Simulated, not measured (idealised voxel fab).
Process module in this document: voxel double patterning
Square cell edge 5 nm, section width 275 nm, ID cut.
Throughout this document, each cross-section is represented as a grid of square cells and is presented as a sequence of bands enumerated from the top downward, where a band comprises one or more rows of cells.
Quick guide to a band line: top height, bottom height (nm) up front; then every material left to right with its width in nm. Only one material and it's marked "everywhere"? Then it fills the band edge to edge. And "blank" just means empty space.
Heights are expressed relative to 0, this being the level below which the as-received wafer comprises one material exclusively. The lowest band is unbounded in the downward direction and is denoted as in "0 -> down".
Width "30->40": first value at the band's top row of cells, second value at its bottom row, equal change from row to row.
"remained unchanged" after a step means that no cell of the cross-section changed.
Look at "Closed void entries" for the closed voids: empty spaces with no open path to the top, sized 8 cells or up. Each is width x height at distance, distance from the left edge, all nm.
Text after the settings on a step's line: the simulator's own remark on that step.
Regarding "overlay nm": on a step with a mask, it is the distance the mask lay to the right of its planned place; a negative value places it to the left.
So here's the lineup of process steps we planned:
1 op RECEIVE | material Si
2 op CONFORMAL_DEP | material SiO2 | thk nm 10
3 op DIRECTIONAL_DEP | material W | thk nm 15
4 op DIRECTIONAL_DEP | material SiCN | thk nm 5
5 op PATTERN | tone open | mask id FIRST | material resist | width nm 15 | pitch nm 50 | thk nm 15 | overlay nm 0
6 op DIRECTIONAL_ETCH | etch materials SiCN | depth nm 5
7 op STRIP | etch materials resist
8 op PATTERN | tone open | mask id SECOND | material resist | width nm 15 | pitch nm 50 | thk nm 15 | overlay nm 0
9 op DIRECTIONAL_ETCH | etch materials SiCN | depth nm 5
10 op STRIP | etch materials resist
11 op DIRECTIONAL_ETCH | etch materials W | depth nm 15
12 op STRIP | etch materials SiCN
Received-state cross-section, reflecting completion of step 1:
0 -> down: Si everywhere
Closed void entries: none
Sectioned view, first of two wafers, at the close of the module, processed as intended in the plan:
25 -> 10: W=80, blank=15, W=10, blank=15, W=10, blank=15, W=10, blank=15, W=10, blank=15, W=80
10 -> 0: SiO2 everywhere
0 -> down: Si everywhere
Closed void entries: none
Second wafer of the two, sectioned at the end of the module. It began like the first and followed the same plan, but one mistake was made while running it:
25 -> 15: SiO2 everywhere
15 -> 0: W everywhere
0 -> down: Si everywhere
Closed void entries: none
So what did we get wrong on this run? steps 2 and 3 traded places in the executed sequence
Materials where the second wafer ends with more or fewer cells than the first: 45 more of W
